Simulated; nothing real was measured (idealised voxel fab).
The name of this process module is voxel spacer lines.
Displayed cross-section: cut, width of 280 nm, square cells sized 5 nm.
Format of a cross-section: grid, square cells. Given as bands. Order: top down. Band: one or more rows of cells.
Band entry format. Leading values: height of top, height of bottom, nm. Remainder: materials in left-to-right order, each with its width in nm. Special words: "all across" on a single material, which then fills the band edge to edge; "blank", empty space.
Ref level 0: as-received wafer is one material below here. Bottom band extends down with no lower bound ("0 nm and below").
Read "30..40" as a graded width: first number on top, second number at the bottom, same change between each pair of neighbouring rows.
The designation "same as before", where it is given for a processing step, indicates that no cell of the cross-section was altered in the course of that step.
Any empty space of 8 cells or more lacking an open way to the top shows up in "Sealed void inventory" as width x height at distance, distance from the left edge, in nm.
That trailing text on a step's line, after the settings, is the simulator's own remark on the step.
overlay nm: on a step with a mask, how far right of its planned place the mask lay; negative means left.
LISTED BELOW ARE THE PROCESS STEPS AS PLANNED
- 1: RECEIVE: material Si
- 2: CONFORMAL_DEP: material Al2O3, thk nm 5
- 3: DIRECTIONAL_DEP: material polySi, thk nm 10
- 4: DIRECTIONAL_DEP: material aC, thk nm 20
- 5: PATTERN: tone cover, mask id MANDREL, material resist, width nm 15, pitch nm 60, thk nm 30, overlay nm 0
- 6: DIRECTIONAL_ETCH: etch materials aC, depth nm 20
- 7: STRIP: etch materials resist
- 8: CONFORMAL_DEP: material SiO2, thk nm 15
- 9: DIRECTIONAL_ETCH: etch materials SiO2, depth nm 15
- 10: STRIP: etch materials aC
- 11: DIRECTIONAL_ETCH: etch materials polySi, depth nm 10
- 12: STRIP: etch materials SiO2
FIRST WAFER OF TWO (RUN AS PLANNED)
CROSS-SECTIONAL VIEW OF THE WAFER IN ITS AS-RECEIVED CONDITION, CORRESPONDING TO THE STATE AFTER STEP 1
* 0 nm and below  Si all across
* Sealed void inventory: none
YOU'RE LOOKING AT A CROSS-SECTION OF THE WAFER AFTER STEP 2
* 5 nm to 0 nm  Al2O3 all across
* Below a height of 0, the structure has not been altered.
YOU'RE LOOKING AT A CROSS-SECTION OF THE WAFER AFTER STEP 3
* 15 nm to 5 nm  polySi all across
* Below a height of 5, the structure has not been altered.
YOU'RE LOOKING AT A CROSS-SECTION OF THE WAFER AFTER STEP 4
* 35 nm to 15 nm  aC all across
* Below a height of 15, the structure has not been altered.
YOU'RE LOOKING AT A CROSS-SECTION OF THE WAFER AFTER STEP 5
* 65 nm to 35 nm  blank 70 nm | resist 15 nm | blank 45 nm | resist 15 nm | blank 45 nm | resist 15 nm | blank 75 nm
* Below a height of 35, the structure has not been altered.
YOU'RE LOOKING AT A CROSS-SECTION OF THE WAFER AFTER STEP 6
* 45 nm to 35 nm  blank 70 nm | resist 15 nm | blank 45 nm | resist 15 nm | blank 45 nm | resist 15 nm | blank 75 nm
* 35 nm to 15 nm  blank 70 nm | aC 15 nm | blank 45 nm | aC 15 nm | blank 45 nm | aC 15 nm | blank 75 nm
* Below a height of 15, the structure has not been altered.
YOU'RE LOOKING AT A CROSS-SECTION OF THE WAFER AFTER STEP 7
* 35 nm to 15 nm  blank 70 nm | aC 15 nm | blank 45 nm | aC 15 nm | blank 45 nm | aC 15 nm | blank 75 nm
* Below a height of 15, the structure has not been altered.
YOU'RE LOOKING AT A CROSS-SECTION OF THE WAFER AFTER STEP 8
* 50 nm to 35 nm  blank 55 nm | SiO2 45 nm | blank 15 nm | SiO2 45 nm | blank 15 nm | SiO2 45 nm | blank 60 nm
* 35 nm to 30 nm  blank 55 nm | SiO2 15 nm | aC 15 nm | SiO2 15 nm | blank 15 nm | SiO2 15 nm | aC 15 nm | SiO2 15 nm | blank 15 nm | SiO2 15 nm | aC 15 nm | SiO2 15 nm | blank 60 nm
* 30 nm to 15 nm  SiO2 70 nm | aC 15 nm | SiO2 45 nm | aC 15 nm | SiO2 45 nm | aC 15 nm | SiO2 75 nm
* Below a height of 15, the structure has not been altered.
YOU'RE LOOKING AT A CROSS-SECTION OF THE WAFER AFTER STEP 9
* 35 nm to 15 nm  blank 55 nm | SiO2 15 nm | aC 15 nm | SiO2 15 nm | blank 15 nm | SiO2 15 nm | aC 15 nm | SiO2 15 nm | blank 15 nm | SiO2 15 nm | aC 15 nm | SiO2 15 nm | blank 60 nm
* Below a height of 15, the structure has not been altered.
YOU'RE LOOKING AT A CROSS-SECTION OF THE WAFER AFTER STEP 10
* 35 nm to 15 nm  blank 55 nm | SiO2 15 nm | blank 15 nm | SiO2 15 nm | blank 15 nm | SiO2 15 nm | blank 15 nm | SiO2 15 nm | blank 15 nm | SiO2 15 nm | blank 15 nm | SiO2 15 nm | blank 60 nm
* Below a height of 15, the structure has not been altered.
YOU'RE LOOKING AT A CROSS-SECTION OF THE WAFER AFTER STEP 11
* 35 nm to 15 nm  blank 55 nm | SiO2 15 nm | blank 15 nm | SiO2 15 nm | blank 15 nm | SiO2 15 nm | blank 15 nm | SiO2 15 nm | blank 15 nm | SiO2 15 nm | blank 15 nm | SiO2 15 nm | blank 60 nm
* 15 nm to 5 nm  blank 55 nm | polySi 15 nm | blank 15 nm | polySi 15 nm | blank 15 nm | polySi 15 nm | blank 15 nm | polySi 15 nm | blank 15 nm | polySi 15 nm | blank 15 nm | polySi 15 nm | blank 60 nm
* Below a height of 5, the structure has not been altered.
YOU'RE LOOKING AT A CROSS-SECTION OF THE WAFER AFTER STEP 12
* 15 nm to 5 nm  blank 55 nm | polySi 15 nm | blank 15 nm | polySi 15 nm | blank 15 nm | polySi 15 nm | blank 15 nm | polySi 15 nm | blank 15 nm | polySi 15 nm | blank 15 nm | polySi 15 nm | blank 60 nm
* Below a height of 5, the structure has not been altered.
COMPANION WAFER, THE SECOND OF TWO: SAME BEGINNING, SAME INTENDED SEQUENCE, ONE MISTAKE IN CARRYING IT OUT; THROUGH STEP 1 INCLUSIVE IT TRACKS THE FIRST EXACTLY
SECOND WAFER, CUT VIEW, END OF STEP 2 PER PLAN
* 10 nm to 0 nm  polySi all across
* Below a height of 0, the structure has not been altered.
SECOND WAFER, CUT VIEW, END OF STEP 3 PER PLAN
* 15 nm to 10 nm  Al2O3 all across
* Below a height of 10, the structure has not been altered.
SECOND WAFER, CUT VIEW, END OF STEP 4 PER PLAN
* 35 nm to 15 nm  aC all across
* Below a height of 15, the structure has not been altered.
SECOND WAFER, CUT VIEW, END OF STEP 5 PER PLAN
* 65 nm to 35 nm  blank 70 nm | resist 15 nm | blank 45 nm | resist 15 nm | blank 45 nm | resist 15 nm | blank 75 nm
* Below a height of 35, the structure has not been altered.
SECOND WAFER, CUT VIEW, END OF STEP 6 PER PLAN
* 45 nm to 35 nm  blank 70 nm | resist 15 nm | blank 45 nm | resist 15 nm | blank 45 nm | resist 15 nm | blank 75 nm
* 35 nm to 15 nm  blank 70 nm | aC 15 nm | blank 45 nm | aC 15 nm | blank 45 nm | aC 15 nm | blank 75 nm
* Below a height of 15, the structure has not been altered.
SECOND WAFER, CUT VIEW, END OF STEP 7 PER PLAN
* 35 nm to 15 nm  blank 70 nm | aC 15 nm | blank 45 nm | aC 15 nm | blank 45 nm | aC 15 nm | blank 75 nm
* Below a height of 15, the structure has not been altered.
SECOND WAFER, CUT VIEW, END OF STEP 8 PER PLAN
* 50 nm to 35 nm  blank 55 nm | SiO2 45 nm | blank 15 nm | SiO2 45 nm | blank 15 nm | SiO2 45 nm | blank 60 nm
* 35 nm to 30 nm  blank 55 nm | SiO2 15 nm | aC 15 nm | SiO2 15 nm | blank 15 nm | SiO2 15 nm | aC 15 nm | SiO2 15 nm | blank 15 nm | SiO2 15 nm | aC 15 nm | SiO2 15 nm | blank 60 nm
* 30 nm to 15 nm  SiO2 70 nm | aC 15 nm | SiO2 45 nm | aC 15 nm | SiO2 45 nm | aC 15 nm | SiO2 75 nm
* Below a height of 15, the structure has not been altered.
SECOND WAFER, CUT VIEW, END OF STEP 9 PER PLAN
* 35 nm to 15 nm  blank 55 nm | SiO2 15 nm | aC 15 nm | SiO2 15 nm | blank 15 nm | SiO2 15 nm | aC 15 nm | SiO2 15 nm | blank 15 nm | SiO2 15 nm | aC 15 nm | SiO2 15 nm | blank 60 nm
* Below a height of 15, the structure has not been altered.
SECOND WAFER, CUT VIEW, END OF STEP 10 PER PLAN
* 35 nm to 15 nm  blank 55 nm | SiO2 15 nm | blank 15 nm | SiO2 15 nm | blank 15 nm | SiO2 15 nm | blank 15 nm | SiO2 15 nm | blank 15 nm | SiO2 15 nm | blank 15 nm | SiO2 15 nm | blank 60 nm
* Below a height of 15, the structure has not been altered.
Second wafer, cut view, end of step 11 per plan: same as before
SECOND WAFER, CUT VIEW, END OF STEP 12 PER PLAN
* 15 nm to 10 nm  Al2O3 all across
* Below a height of 10, the structure has not been altered.
Want to know what went wrong? the executed order of steps 2 and 3 is the reverse of that specified in the plan, each step having taken the other's position
Bottom line after processing is that, in cells, the second wafer is up or down on some materials versus the first: +76 polySi
